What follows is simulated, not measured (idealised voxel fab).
A process module follows: voxel double patterning.
Displayed cross-section: cut, width of 195 nm, square cells sized 5 nm.
A cross-section is a grid of square cells, given in bands from the top down. A band is one or more rows of cells.
Basically the band line says how high the top is and how high the bottom is, in nm, and then what's in it from left to right, every material with its width in nm. Empty space shows up as "blank", and if a single material carries "everywhere" it runs the full band edge to edge.
Zero point of the height axis is 0; under it, received wafer = one material. Lowest band: continues down indefinitely, "0 -> down".
Width: "30->40" (first number = top row, second number = bottom row, same change from row to row of cells).
Where a step carries "changes: none", the cross-section came out of it unchanged, cell for cell.
In the "closed voids" entry, you get each enclosed empty space of 8 cells or more, one with no open way to the top, written width x height at distance, distance from the left edge, in nm.
The remark found on a step's line after its settings is issued by the simulator itself and pertains to that step.
overlay nm: on a step with a mask, how far right of its planned place the mask lay; negative means left.

[So here's the lineup of process steps we planned]
1 RECEIVE: material Si
2 CONFORMAL_DEP: material SiN, thk nm 5
3 DIRECTIONAL_DEP: material SiO2, thk nm 15
4 DIRECTIONAL_DEP: material SiCN, thk nm 5
5 MASKED_ETCH: tone open, mask id FIRST, width nm 15, pitch nm 50, etch materials SiCN, depth nm 5, overlay nm 0
6 PATTERN: tone open, mask id SECOND, material resist, width nm 15, pitch nm 50, thk nm 15, overlay nm 0
7 DIRECTIONAL_ETCH: etch materials SiCN, depth nm 5
8 STRIP: etch materials resist
9 DIRECTIONAL_ETCH: etch materials SiO2, depth nm 15
10 STRIP: etch materials SiCN

[Below: the first of two wafers, run as planned]

[Wafer at receipt (post step 1), cross-section]
  0 -> down: Si everywhere
  closed voids: none

[Step 2 done - wafer cross-section]
  5 -> 0: SiN everywhere
  Under the height 0 nothing was changed.

[Step 3 done - wafer cross-section]
  20 -> 5: SiO2 everywhere
  Under the height 5 nothing was changed.

[Step 4 done - wafer cross-section]
  25 -> 20: SiCN everywhere
  Under the height 20 nothing was changed.

[Step 5 done - wafer cross-section]
  25 -> 20: SiCN: 40 | blank: 15 | SiCN: 35 | blank: 15 | SiCN: 35 | blank: 15 | SiCN: 40
  Under the height 20 nothing was changed.

[Step 6 done - wafer cross-section]
  40 -> 25: resist: 65 | blank: 15 | resist: 35 | blank: 15 | resist: 65
  25 -> 20: SiCN: 40 | resist: 15 | SiCN: 35 | resist: 15 | SiCN: 35 | resist: 15 | SiCN: 40
  Under the height 20 nothing was changed.

[Step 7 done - wafer cross-section]
  40 -> 25: resist: 65 | blank: 15 | resist: 35 | blank: 15 | resist: 65
  25 -> 20: SiCN: 40 | resist: 15 | SiCN: 10 | blank: 15 | SiCN: 10 | resist: 15 | SiCN: 10 | blank: 15 | SiCN: 10 | resist: 15 | SiCN: 40
  Under the height 20 nothing was changed.

[Step 8 done - wafer cross-section]
  25 -> 20: SiCN: 40 | blank: 15 | SiCN: 10 | blank: 15 | SiCN: 10 | blank: 15 | SiCN: 10 | blank: 15 | SiCN: 10 | blank: 15 | SiCN: 40
  Under the height 20 nothing was changed.

[Step 9 done - wafer cross-section]
  25 -> 20: SiCN: 40 | blank: 15 | SiCN: 10 | blank: 15 | SiCN: 10 | blank: 15 | SiCN: 10 | blank: 15 | SiCN: 10 | blank: 15 | SiCN: 40
  20 -> 5: SiO2: 40 | blank: 15 | SiO2: 10 | blank: 15 | SiO2: 10 | blank: 15 | SiO2: 10 | blank: 15 | SiO2: 10 | blank: 15 | SiO2: 40
  Under the height 5 nothing was changed.

[Step 10 done - wafer cross-section]
  20 -> 5: SiO2: 40 | blank: 15 | SiO2: 10 | blank: 15 | SiO2: 10 | blank: 15 | SiO2: 10 | blank: 15 | SiO2: 10 | blank: 15 | SiO2: 40
  Under the height 5 nothing was changed.

[The remaining wafer, second of the two, started like the first and was run to the same plan, except that one mistake was made along the way; the two coincide through step 4, inclusive]

[Cross-sectional representation of the second wafer at the time designated in the plan for the completion of step 5]
  25 -> 20: SiCN: 30 | blank: 15 | SiCN: 35 | blank: 15 | SiCN: 35 | blank: 15 | SiCN: 50
  Under the height 20 nothing was changed.

[Cross-sectional representation of the second wafer at the time designated in the plan for the completion of step 6]
  40 -> 25: resist: 65 | blank: 15 | resist: 35 | blank: 15 | resist: 65
  25 -> 20: SiCN: 30 | resist: 15 | SiCN: 35 | resist: 15 | SiCN: 35 | resist: 15 | SiCN: 50
  Under the height 20 nothing was changed.

[Cross-sectional representation of the second wafer at the time designated in the plan for the completion of step 7]
  40 -> 25: resist: 65 | blank: 15 | resist: 35 | blank: 15 | resist: 65
  25 -> 20: SiCN: 30 | resist: 15 | SiCN: 20 | blank: 15 | resist: 15 | SiCN: 20 | blank: 15 | resist: 15 | SiCN: 50
  Under the height 20 nothing was changed.

[Cross-sectional representation of the second wafer at the time designated in the plan for the completion of step 8]
  25 -> 20: SiCN: 30 | blank: 15 | SiCN: 20 | blank: 30 | SiCN: 20 | blank: 30 | SiCN: 50
  Under the height 20 nothing was changed.

[Cross-sectional representation of the second wafer at the time designated in the plan for the completion of step 9]
  25 -> 20: SiCN: 30 | blank: 15 | SiCN: 20 | blank: 30 | SiCN: 20 | blank: 30 | SiCN: 50
  20 -> 5: SiO2: 30 | blank: 15 | SiO2: 20 | blank: 30 | SiO2: 20 | blank: 30 | SiO2: 50
  Under the height 5 nothing was changed.

[Cross-sectional representation of the second wafer at the time designated in the plan for the completion of step 10]
  20 -> 5: SiO2: 30 | blank: 15 | SiO2: 20 | blank: 30 | SiO2: 20 | blank: 30 | SiO2: 50
  Under the height 5 nothing was changed.
Plan not followed: note that step 5 departed from the planned setting and was carried out as MASKED_ETCH: tone open, mask id FIRST, width nm 15, pitch nm 50, etch materials SiCN, depth nm 5, overlay nm -10
Matching per-material cell counts, mismatched positions: that is how the second wafer compares with the first at the end.
